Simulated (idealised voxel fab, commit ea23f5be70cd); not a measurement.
process module | voxel gate over fins
In the cross-section labelled cut, the width is 275 nm and each square cell is 5 nm.
Cross-sections here: square-cell grids, written as top-down lists of bands, a band being one or more rows of cells.
Band: top height; bottom height; in nm. Then, left to right: material with width in nm, for each material. "throughout": a single material spanning edge to edge. "empty": empty space.
Counting heights begins at 0, where everything beneath is, in the wafer as received, one material. The lowest band has no bottom; it goes on downwards, as "0 nm and below" shows.
It should be noted that a width expressed as "30 to 40" varies in equal increments from row to row of cells within the band, taking the value of the first number at the top row and that of the second number at the bottom row.
Key: "remained unchanged" - step with no changed cell in the cross-section.
So "Sealed void list" is basically the list of trapped voids: any empty space of 8 cells or more that can't reach the top through an opening. They're written width x height at distance, the distance being from the left edge, and it's all nm.
Whatever follows a step's settings on its line is a remark the simulator itself makes about that step.
overlay nm: how far to the right of its planned place the mask lay on this masked step (negative: to the left).

PROCESS STEPS (PLANNED)
1: op RECEIVE | material Si
2: op CONFORMAL_DEP | material SiN | thk nm 10
3: op PATTERN | tone cover | mask id FINS | material resist | width nm 15 | pitch nm 50 | thk nm 15 | overlay nm 0
4: op DIRECTIONAL_ETCH | etch materials SiN | depth nm 10
5: op DIRECTIONAL_ETCH | etch materials Si | depth nm 40
6: op STRIP | etch materials resist
7: op OXIDIZE | depth nm 5
8: op FILL_DEP | material SiO2 | thk nm 5
9: op CMP | height nm 10
10: op DIRECTIONAL_DEP | material aC | thk nm 10
11: op PATTERN | tone open | mask id RAIL | material resist | width nm 15 | thk nm 30 | overlay nm 0
12: op DIRECTIONAL_ETCH | etch materials aC | depth nm 10
13: op STRIP | etch materials resist
14: op DIRECTIONAL_ETCH | etch materials SiO2 | depth nm 45
15: op STRIP | etch materials aC
16: op CONFORMAL_DEP | material TiN | thk nm 5
17: op FILL_DEP | material Ru | thk nm 5
18: op CMP | height nm 10
19: op SELECTIVE_ETCH | etch materials W Ru TiN | depth nm 30
20: op FILL_DEP | material SiO2 | thk nm 5
21: op CMP | height nm 10
22: op SELECTIVE_ETCH | etch materials SiO2 | depth nm 20
23: op STRIP | etch materials SiN
24: op CONFORMAL_DEP | material HfO2 | thk nm 5
25: op CONFORMAL_DEP | material TiN | thk nm 5
26: op CONFORMAL_DEP | material TiAl | thk nm 5
27: op CONFORMAL_DEP | material TiN | thk nm 5
28: op FILL_DEP | material W | thk nm 15
29: op CMP | height nm 30
30: op CONFORMAL_DEP | material SiCN | thk nm 5

THE CROSS-SECTION HERE SHOWS THE WAFER AS RECEIVED, I.E. IN ITS STATE AFTER STEP 1
  0 nm and below | Si throughout
  Sealed void list: none

WAFER AT MODULE END, IN SECTION. BEGAN AS ABOVE, PLANNED AS ABOVE, RUN WITH ONE MISTAKE
  35 nm to 30 nm | SiCN throughout
  30 nm to 20 nm | W throughout
  20 nm to 15 nm | W=40; TiN=45; W=5; TiN=45; W=5; TiN=45; W=5; TiN=45; W=40
  15 nm to 10 nm | W=40; TiN=5; TiAl=35; TiN=5; W=5; TiN=5; TiAl=35; TiN=5; W=5; TiN=5; TiAl=35; TiN=5; W=5; TiN=5; TiAl=35; TiN=5; W=40
  10 nm to 5 nm | TiN=45; TiAl=5; TiN=25; TiAl=5; TiN=15; TiAl=5; TiN=25; TiAl=5; TiN=15; TiAl=5; TiN=25; TiAl=5; TiN=15; TiAl=5; TiN=25; TiAl=5; TiN=45
  5 nm to 0 nm | TiAl=50; TiN=5; HfO2=15; TiN=5; TiAl=25; TiN=5; HfO2=15; TiN=5; TiAl=25; TiN=5; HfO2=15; TiN=5; TiAl=25; TiN=5; HfO2=15; TiN=5; TiAl=50
  0 nm to -5 nm | TiN=55; HfO2=5; Si=5; HfO2=5; TiN=35; HfO2=5; Si=5; HfO2=5; TiN=35; HfO2=5; Si=5; HfO2=5; TiN=35; HfO2=5; Si=5; HfO2=5; TiN=55
  -5 nm to -10 nm | HfO2=60; Si=5; HfO2=45; Si=5; HfO2=45; Si=5; HfO2=45; Si=5; HfO2=60
  -10 nm to -20 nm | SiO2=60; Si=5; SiO2=45; Si=5; SiO2=45; Si=5; SiO2=45; Si=5; SiO2=60
  -20 nm to -30 nm | SiO2=60; Si=5; SiO2=10; TiN=5; Ru=5; TiN=5; SiO2=20; Si=5; SiO2=45; Si=5; SiO2=45; Si=5; SiO2=60
  -30 nm to -35 nm | SiO2=60; Si=5; SiO2=10; TiN=15; SiO2=20; Si=5; SiO2=45; Si=5; SiO2=45; Si=5; SiO2=60
  -35 nm to -45 nm | SiO2=60; Si=5; SiO2=45; Si=5; SiO2=45; Si=5; SiO2=45; Si=5; SiO2=60
  -45 nm and below | Si throughout
  Sealed void list: none
Here's what went sideways: step 11 deviated from plan and actually ran as op PATTERN | tone open | mask id RAIL | material resist | width nm 15 | thk nm 30 | overlay nm -5
